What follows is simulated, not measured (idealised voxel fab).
process module | voxel ribs on slabs
The cross-section on display is named cut; it measures 210 nm wide, and its cells are 5 nm squares.
How to read a cross-section here: the picture is a grid of square cells, written as bands going from the top down, and any band can span one or more rows of cells. Heights first: top, then bottom, in nm. Then materials, left to right, each with a width in nm. "throughout" on a single material: fills the band edge to edge. "empty": empty space. Convention: height 0 is the level below which the wafer, as received, is all one material. The lowest band does not terminate at the bottom but continues downward, represented as "0..down". Think of "30 to 40" as a width that walks from the first number to the second as you go down the band, top row to bottom row, taking equal-sized steps from row to row. Step marked "no change occurred"? Then no cell in the cross-section changed in it. Reported under the label "Enclosed void inventory" are the empty spaces having no open way to the top and comprising 8 cells or more; the notation for each is width x height at distance, in which the distance is measured from the left edge and all three values are in nm. Step line, after settings: the simulator's comment on this step. "overlay nm" answers the question of how far to the right of plan the mask lay on a step that has a mask, and when it is negative the answer is to the left. Note on reading: below, each pair holds a cross-section from before one process step and one from after it; the one from after shows only down to the lowest band that changed. Beneath the pair, the step in between is stated along with its settings. The pairs can stem from different runs of this module on the same starting wafer. Where a pair's entry headed "Pre-process" says so, and only there, that pair continues from the pair above it.

PRE-PROCESS
- 0..down  Si throughout
- Enclosed void inventory: none

SECTION, POST-STEP
- 25..0  SiO2 throughout
- Below a height of 0, the structure has not been altered.
- Enclosed void inventory: none
Intermediate step for the cross-sections above: DIRECTIONAL_DEP with material SiO2, thk nm 25

Pre-process: see the after view in the pair directly above.

SECTION, POST-STEP
- 50..25  SiN throughout
- Below a height of 25, the structure has not been altered.
- Enclosed void inventory: none
Intermediate step for the cross-sections above: DIRECTIONAL_DEP with material SiN, thk nm 25

Pre-process: see the after view in the pair directly above.

SECTION, POST-STEP
- 60..50  aC throughout
- Below a height of 50, the structure has not been altered.
- Enclosed void inventory: none
Intermediate step for the cross-sections above: DIRECTIONAL_DEP with material aC, thk nm 10

Pre-process: see the after view in the pair directly above.

SECTION, POST-STEP
- 85..60  empty=95, resist=15, empty=100
- Below a height of 60, the structure has not been altered.
- Enclosed void inventory: none
Intermediate step for the cross-sections above: PATTERN with tone cover, mask id RIB, material resist, width nm 15, thk nm 25, overlay nm 0

Pre-process: see the after view in the pair directly above.

SECTION, POST-STEP
- 75..60  empty=95, resist=15, empty=100
- 60..50  empty=95, aC=15, empty=100
- Below a height of 50, the structure has not been altered.
- Enclosed void inventory: none
Intermediate step for the cross-sections above: DIRECTIONAL_ETCH with etch materials aC, depth nm 10

Pre-process: see the after view in the pair directly above.

SECTION, POST-STEP
- 60..50  empty=95, aC=15, empty=100
- Below a height of 50, the structure has not been altered.
- Enclosed void inventory: none
Intermediate step for the cross-sections above: STRIP with etch materials resist

Pre-process: see the after view in the pair directly above.

SECTION, POST-STEP
- 60..50  empty=95, aC=15, empty=100
- 50..30  empty=95, SiN=15, empty=100
- Below a height of 30, the structure has not been altered.
- Enclosed void inventory: none
Intermediate step for the cross-sections above: DIRECTIONAL_ETCH with etch materials SiN, depth nm 20

Pre-process: see the after view in the pair directly above.

SECTION, POST-STEP
- 50..30  empty=95, SiN=15, empty=100
- Below a height of 30, the structure has not been altered.
- Enclosed void inventory: none
Intermediate step for the cross-sections above: STRIP with etch materials aC

Pre-process: see the after view in the pair directly above.

SECTION, POST-STEP
- 65..50  empty=80, resist=45, empty=85
- 50..30  empty=80, resist=15, SiN=15, resist=15, empty=85
- Below a height of 30, the structure has not been altered.
- Enclosed void inventory: none
Intermediate step for the cross-sections above: PATTERN with tone cover, mask id SLAB, material resist, width nm 45, thk nm 15, overlay nm 0

Pre-process: see the after view in the pair directly above.

SECTION, POST-STEP
- 65..50  empty=80, resist=45, empty=85
- 50..30  empty=80, resist=15, SiN=15, resist=15, empty=85
- 30..25  empty=80, SiN=45, empty=85
- Below a height of 25, the structure has not been altered.
- Enclosed void inventory: none
Intermediate step for the cross-sections above: DIRECTIONAL_ETCH with etch materials SiN, depth nm 5

Pre-process: see the after view in the pair directly above.

SECTION, POST-STEP
- 50..30  empty=95, SiN=15, empty=100
- Below a height of 30, the structure has not been altered.
- Enclosed void inventory: none
Intermediate step for the cross-sections above: STRIP with etch materials resist

Pre-process: see the after view in the pair directly above.

SECTION, POST-STEP
- 70..50  SiO2 throughout
- 50..30  SiO2=95, SiN=15, SiO2=100
- 30..25  SiO2=80, SiN=45, SiO2=85
- Below a height of 25, the structure has not been altered.
- Enclosed void inventory: none
Intermediate step for the cross-sections above: FILL_DEP with material SiO2, thk nm 20

Pre-process: see the after view in the pair directly above.

SECTION, POST-STEP
- 60..50  SiO2 throughout
- Below a height of 50, the structure has not been altered.
- Enclosed void inventory: none
Intermediate step for the cross-sections above: CMP with height nm 60

Pre-process: see the after view in the pair directly above.

SECTION, POST-STEP
- 70..60  W throughout
- Below a height of 60, the structure has not been altered.
- Enclosed void inventory: none
Intermediate step for the cross-sections above: DIRECTIONAL_DEP with material W, thk nm 10

Pre-process: see the after view in the pair directly above.

SECTION, POST-STEP
- 70..60  empty=90, W=25, empty=95
- Below a height of 60, the structure has not been altered.
- Enclosed void inventory: none
Intermediate step for the cross-sections above: MASKED_ETCH with tone cover, mask id HEATER, width nm 25, etch materials W, depth nm 10, overlay nm 0

Pre-process: see the after view in the pair directly above.

SECTION, POST-STEP
- 75..70  empty=85, SiO2=35, empty=90
- 70..65  empty=85, SiO2=5, W=25, SiO2=5, empty=90
- 65..60  SiO2=90, W=25, SiO2=95
- Below a height of 60, the structure has not been altered.
- Enclosed void inventory: none
Intermediate step for the cross-sections above: CONFORMAL_DEP with material SiO2, thk nm 5

PRE-PROCESS
- 50..25  SiN throughout
- 25..0  SiO2 throughout
- 0..down  Si throughout
- Enclosed void inventory: none

SECTION, POST-STEP
- 75..25  SiN throughout
- Below a height of 25, the structure has not been altered.
- Enclosed void inventory: none
Intermediate step for the cross-sections above: DIRECTIONAL_DEP with material SiN, thk nm 25

Pre-process: see the after view in the pair directly above.

SECTION, POST-STEP
- 85..75  aC throughout
- Below a height of 75, the structure has not been altered.
- Enclosed void inventory: none
Intermediate step for the cross-sections above: DIRECTIONAL_DEP with material aC, thk nm 10

Pre-process: see the after view in the pair directly above.

SECTION, POST-STEP
- 110..85  empty=95, resist=15, empty=100
- Below a height of 85, the structure has not been altered.
- Enclosed void inventory: none
Intermediate step for the cross-sections above: PATTERN with tone cover, mask id RIB, material resist, width nm 15, thk nm 25, overlay nm 0

Pre-process: see the after view in the pair directly above.

SECTION, POST-STEP
- 100..85  empty=95, resist=15, empty=100
- 85..75  empty=95, aC=15, empty=100
- Below a height of 75, the structure has not been altered.
- Enclosed void inventory: none
Intermediate step for the cross-sections above: DIRECTIONAL_ETCH with etch materials aC, depth nm 10

Pre-process: see the after view in the pair directly above.

SECTION, POST-STEP
- 85..75  empty=95, aC=15, empty=100
- Below a height of 75, the structure has not been altered.
- Enclosed void inventory: none
Intermediate step for the cross-sections above: STRIP with etch materials resist

Pre-process: see the after view in the pair directly above.

SECTION, POST-STEP
- 85..75  empty=95, aC=15, empty=100
- 75..55  empty=95, SiN=15, empty=100
- Below a height of 55, the structure has not been altered.
- Enclosed void inventory: none
Intermediate step for the cross-sections above: DIRECTIONAL_ETCH with etch materials SiN, depth nm 20

Pre-process: see the after view in the pair directly above.

SECTION, POST-STEP
- 75..55  empty=95, SiN=15, empty=100
- Below a height of 55, the structure has not been altered.
- Enclosed void inventory: none
Intermediate step for the cross-sections above: STRIP with etch materials aC

Pre-process: see the after view in the pair directly above.

SECTION, POST-STEP
- 90..75  empty=80, resist=45, empty=85
- 75..55  empty=80, resist=15, SiN=15, resist=15, empty=85
- Below a height of 55, the structure has not been altered.
- Enclosed void inventory: none
Intermediate step for the cross-sections above: PATTERN with tone cover, mask id SLAB, material resist, width nm 45, thk nm 15, overlay nm 0

Pre-process: see the after view in the pair directly above.

SECTION, POST-STEP
- 90..75  empty=80, resist=45, empty=85
- 75..55  empty=80, resist=15, SiN=15, resist=15, empty=85
- 55..50  empty=80, SiN=45, empty=85
- Below a height of 50, the structure has not been altered.
- Enclosed void inventory: none
Intermediate step for the cross-sections above: DIRECTIONAL_ETCH with etch materials SiN, depth nm 5

Pre-process: see the after view in the pair directly above.

SECTION, POST-STEP
- 75..55  empty=95, SiN=15, empty=100
- Below a height of 55, the structure has not been altered.
- Enclosed void inventory: none
Intermediate step for the cross-sections above: STRIP with etch materials resist

Pre-process: see the after view in the pair directly above.

SECTION, POST-STEP
- 95..75  SiO2 throughout
- 75..55  SiO2=95, SiN=15, SiO2=100
- 55..50  SiO2=80, SiN=45, SiO2=85
- Below a height of 50, the structure has not been altered.
- Enclosed void inventory: none
Intermediate step for the cross-sections above: FILL_DEP with material SiO2, thk nm 20

Pre-process: see the after view in the pair directly above.

SECTION, POST-STEP
- 60..50  SiO2=95 to 80, SiN=15 to 45, SiO2=100 to 85
- Below a height of 50, the structure has not been altered.
- Enclosed void inventory: none
Intermediate step for the cross-sections above: CMP with height nm 60

Pre-process: see the after view in the pair directly above.

SECTION, POST-STEP
- 70..60  W throughout
- Below a height of 60, the structure has not been altered.
- Enclosed void inventory: none
Intermediate step for the cross-sections above: DIRECTIONAL_DEP with material W, thk nm 10

Pre-process: see the after view in the pair directly above.

SECTION, POST-STEP
- 70..60  empty=90, W=25, empty=95
- Below a height of 60, the structure has not been altered.
- Enclosed void inventory: none
Intermediate step for the cross-sections above: MASKED_ETCH with tone cover, mask id HEATER, width nm 25, etch materials W, depth nm 10, overlay nm 0

Pre-process: see the after view in the pair directly above.

SECTION, POST-STEP
- 75..70  empty=85, SiO2=35, empty=90
- 70..65  empty=85, SiO2=5, W=25, SiO2=5, empty=90
- 65..60  SiO2=90, W=25, SiO2=95
- Below a height of 60, the structure has not been altered.
- Enclosed void inventory: none
Intermediate step for the cross-sections above: CONFORMAL_DEP with material SiO2, thk nm 5

PRE-PROCESS
- 25..0  SiO2 throughout
- 0..down  Si throughout
- Enclosed void inventory: none

SECTION, POST-STEP
- 35..25  aC throughout
- Below a height of 25, the structure has not been altered.
- Enclosed void inventory: none
Intermediate step for the cross-sections above: DIRECTIONAL_DEP with material aC, thk nm 10

Pre-process: see the after view in the pair directly above.

SECTION, POST-STEP
- 60..35  SiN throughout
- Below a height of 35, the structure has not been altered.
- Enclosed void inventory: none
Intermediate step for the cross-sections above: DIRECTIONAL_DEP with material SiN, thk nm 25

Pre-process: see the after view in the pair directly above.

SECTION, POST-STEP
- 85..60  empty=95, resist=15, empty=100
- Below a height of 60, the structure has not been altered.
- Enclosed void inventory: none
Intermediate step for the cross-sections above: PATTERN with tone cover, mask id RIB, material resist, width nm 15, thk nm 25, overlay nm 0

Pre-process: see the after view in the pair directly above.

SECTION, POST-STEP
- 75..60  empty=95, resist=15, empty=100
- Below a height of 60, the structure has not been altered.
- Enclosed void inventory: none
Intermediate step for the cross-sections above: DIRECTIONAL_ETCH with etch materials aC, depth nm 10

Pre-process: see the after view in the pair directly above.

SECTION, POST-STEP
- 60..35  SiN throughout
- Below a height of 35, the structure has not been altered.
- Enclosed void inventory: none
Intermediate step for the cross-sections above: STRIP with etch materials resist

Pre-process: see the after view in the pair directly above.

SECTION, POST-STEP
- 40..35  SiN throughout
- Below a height of 35, the structure has not been altered.
- Enclosed void inventory: none
Intermediate step for the cross-sections above: DIRECTIONAL_ETCH with etch materials SiN, depth nm 20

Pre-process: see the after view in the pair directly above.

SECTION, POST-STEP
- 55..40  empty=80, resist=45, empty=85
- Below a height of 40, the structure has not been altered.
- Enclosed void inventory: none
Intermediate step for the cross-sections above: PATTERN with tone cover, mask id SLAB, material resist, width nm 45, thk nm 15, overlay nm 0

Pre-process: see the after view in the pair directly above.

SECTION, POST-STEP
- 55..40  empty=80, resist=45, empty=85
- 40..35  empty=80, SiN=45, empty=85
- Below a height of 35, the structure has not been altered.
- Enclosed void inventory: none
Intermediate step for the cross-sections above: DIRECTIONAL_ETCH with etch materials SiN, depth nm 5

Pre-process: see the after view in the pair directly above.

SECTION, POST-STEP
- 40..35  empty=80, SiN=45, empty=85
- Below a height of 35, the structure has not been altered.
- Enclosed void inventory: none
Intermediate step for the cross-sections above: STRIP with etch materials resist

Pre-process: see the after view in the pair directly above.

SECTION, POST-STEP
- 60..40  SiO2 throughout
- 40..35  SiO2=80, SiN=45, SiO2=85
- Below a height of 35, the structure has not been altered.
- Enclosed void inventory: none
Intermediate step for the cross-sections above: FILL_DEP with material SiO2, thk nm 20

Pre-process: see the after view in the pair directly above.

SECTION, POST-STEP
- 70..60  W throughout
- Below a height of 60, the structure has not been altered.
- Enclosed void inventory: none
Intermediate step for the cross-sections above: DIRECTIONAL_DEP with material W, thk nm 10

Pre-process: see the after view in the pair directly above.

SECTION, POST-STEP
- 70..60  empty=90, W=25, empty=95
- Below a height of 60, the structure has not been altered.
- Enclosed void inventory: none
Intermediate step for the cross-sections above: MASKED_ETCH with tone cover, mask id HEATER, width nm 25, etch materials W, depth nm 10, overlay nm 0

Pre-process: see the after view in the pair directly above.

SECTION, POST-STEP
- 75..70  empty=85, SiO2=35, empty=90
- 70..65  empty=85, SiO2=5, W=25, SiO2=5, empty=90
- 65..60  SiO2=90, W=25, SiO2=95
- Below a height of 60, the structure has not been altered.
- Enclosed void inventory: none
Intermediate step for the cross-sections above: CONFORMAL_DEP with material SiO2, thk nm 5

PRE-PROCESS
- 70..60  W throughout
- 60..50  SiO2 throughout
- 50..30  SiO2=95, SiN=15, SiO2=100
- 30..25  SiO2=80, SiN=45, SiO2=85
- 25..0  SiO2 throughout
- 0..down  Si throughout
- Enclosed void inventory: none

SECTION, POST-STEP
- 70..65  empty=90, W=25, empty=95
- Below a height of 65, the structure has not been altered.
- Enclosed void inventory: none
Intermediate step for the cross-sections above: MASKED_ETCH with tone cover, mask id HEATER, width nm 25, etch materials W, depth nm 5, overlay nm 0

Pre-process: see the after view in the pair directly above.

SECTION, POST-STEP
- 75..70  empty=85, SiO2=35, empty=90
- 70..65  SiO2=90, W=25, SiO2=95
- Below a height of 65, the structure has not been altered.
- Enclosed void inventory: none
Intermediate step for the cross-sections above: CONFORMAL_DEP with material SiO2, thk nm 5

PRE-PROCESS
- 70..60  W throughout
- 60..50  SiO2 throughout
- 50..30  SiO2=95, SiN=15, SiO2=100
- 30..25  SiO2=80, SiN=45, SiO2=85
- 25..0  SiO2 throughout
- 0..down  Si throughout
- Enclosed void inventory: none

SECTION, POST-STEP
- 70..60  empty=95, W=15, empty=100
- Below a height of 60, the structure has not been altered.
- Enclosed void inventory: none
Intermediate step for the cross-sections above: MASKED_ETCH with tone cover, mask id HEATER, width nm 15, etch materials W, depth nm 10, overlay nm 0

Pre-process: see the after view in the pair directly above.

SECTION, POST-STEP
- 75..70  empty=90, SiO2=25, empty=95
- 70..65  empty=90, SiO2=5, W=15, SiO2=5, empty=95
- 65..60  SiO2=95, W=15, SiO2=100
- Below a height of 60, the structure has not been altered.
- Enclosed void inventory: none
Intermediate step for the cross-sections above: CONFORMAL_DEP with material SiO2, thk nm 5

PRE-PROCESS
- 50..30  empty=95, SiN=15, empty=100
- 30..25  SiN throughout
- 25..0  SiO2 throughout
- 0..down  Si throughout
- Enclosed void inventory: none

SECTION, POST-STEP
- 65..50  empty=70, resist=45, empty=95
- 50..30  empty=70, resist=25, SiN=15, resist=5, empty=95
- Below a height of 30, the structure has not been altered.
- Enclosed void inventory: none
Intermediate step for the cross-sections above: PATTERN with tone cover, mask id SLAB, material resist, width nm 45, thk nm 15, overlay nm -10

Pre-process: see the after view in the pair directly above.

SECTION, POST-STEP
- 65..50  empty=70, resist=45, empty=95
- 50..30  empty=70, resist=25, SiN=15, resist=5, empty=95
- 30..25  empty=70, SiN=45, empty=95
- Below a height of 25, the structure has not been altered.
- Enclosed void inventory: none
Intermediate step for the cross-sections above: DIRECTIONAL_ETCH with etch materials SiN, depth nm 5

Pre-process: see the after view in the pair directly above.

SECTION, POST-STEP
- 50..30  empty=95, SiN=15, empty=100
- Below a height of 30, the structure has not been altered.
- Enclosed void inventory: none
Intermediate step for the cross-sections above: STRIP with etch materials resist

Pre-process: see the after view in the pair directly above.

SECTION, POST-STEP
- 70..50  SiO2 throughout
- 50..30  SiO2=95, SiN=15, SiO2=100
- 30..25  SiO2=70, SiN=45, SiO2=95
- Below a height of 25, the structure has not been altered.
- Enclosed void inventory: none
Intermediate step for the cross-sections above: FILL_DEP with material SiO2, thk nm 20

Pre-process: see the after view in the pair directly above.

SECTION, POST-STEP
- 60..50  SiO2 throughout
- Below a height of 50, the structure has not been altered.
- Enclosed void inventory: none
Intermediate step for the cross-sections above: CMP with height nm 60

Pre-process: see the after view in the pair directly above.

SECTION, POST-STEP
- 70..60  W throughout
- Below a height of 60, the structure has not been altered.
- Enclosed void inventory: none
Intermediate step for the cross-sections above: DIRECTIONAL_DEP with material W, thk nm 10

Pre-process: see the after view in the pair directly above.

SECTION, POST-STEP
- 70..60  empty=90, W=25, empty=95
- Below a height of 60, the structure has not been altered.
- Enclosed void inventory: none
Intermediate step for the cross-sections above: MASKED_ETCH with tone cover, mask id HEATER, width nm 25, etch materials W, depth nm 10, overlay nm 0

Pre-process: see the after view in the pair directly above.

SECTION, POST-STEP
- 75..70  empty=85, SiO2=35, empty=90
- 70..65  empty=85, SiO2=5, W=25, SiO2=5, empty=90
- 65..60  SiO2=90, W=25, SiO2=95
- Below a height of 60, the structure has not been altered.
- Enclosed void inventory: none
Intermediate step for the cross-sections above: CONFORMAL_DEP with material SiO2, thk nm 5

PRE-PROCESS
- 60..50  SiO2 throughout
- 50..30  SiO2=95, SiN=15, SiO2=100
- 30..25  SiO2=80, SiN=45, SiO2=85
- 25..0  SiO2 throughout
- 0..down  Si throughout
- Enclosed void inventory: none

SECTION, POST-STEP
- 70..60  SiN throughout
- Below a height of 60, the structure has not been altered.
- Enclosed void inventory: none
Intermediate step for the cross-sections above: DIRECTIONAL_DEP with material SiN, thk nm 10

Pre-process: see the after view in the pair directly above.

SECTION, POST-STEP
- 75..70  SiO2 throughout
- Below a height of 70, the structure has not been altered.
- Enclosed void inventory: none
Intermediate step for the cross-sections above: CONFORMAL_DEP with material SiO2, thk nm 5

PRE-PROCESS
- 70..60  W throughout
- 60..50  SiO2 throughout
- 50..30  SiO2=95, SiN=15, SiO2=100
- 30..25  SiO2=80, SiN=45, SiO2=85
- 25..0  SiO2 throughout
- 0..down  Si throughout
- Enclosed void inventory: none

SECTION, POST-STEP
- 70..60  W=90, empty=25, W=95
- Below a height of 60, the structure has not been altered.
- Enclosed void inventory: none
Intermediate step for the cross-sections above: MASKED_ETCH with tone open, mask id HEATER, width nm 25, etch materials W, depth nm 10, overlay nm 0

Pre-process: see the after view in the pair directly above.

SECTION, POST-STEP
- 75..70  SiO2=95, empty=15, SiO2=100
- 70..65  W=90, SiO2=5, empty=15, SiO2=5, W=95
- 65..60  W=90, SiO2=25, W=95
- Below a height of 60, the structure has not been altered.
- Enclosed void inventory: none
Intermediate step for the cross-sections above: CONFORMAL_DEP with material SiO2, thk nm 5
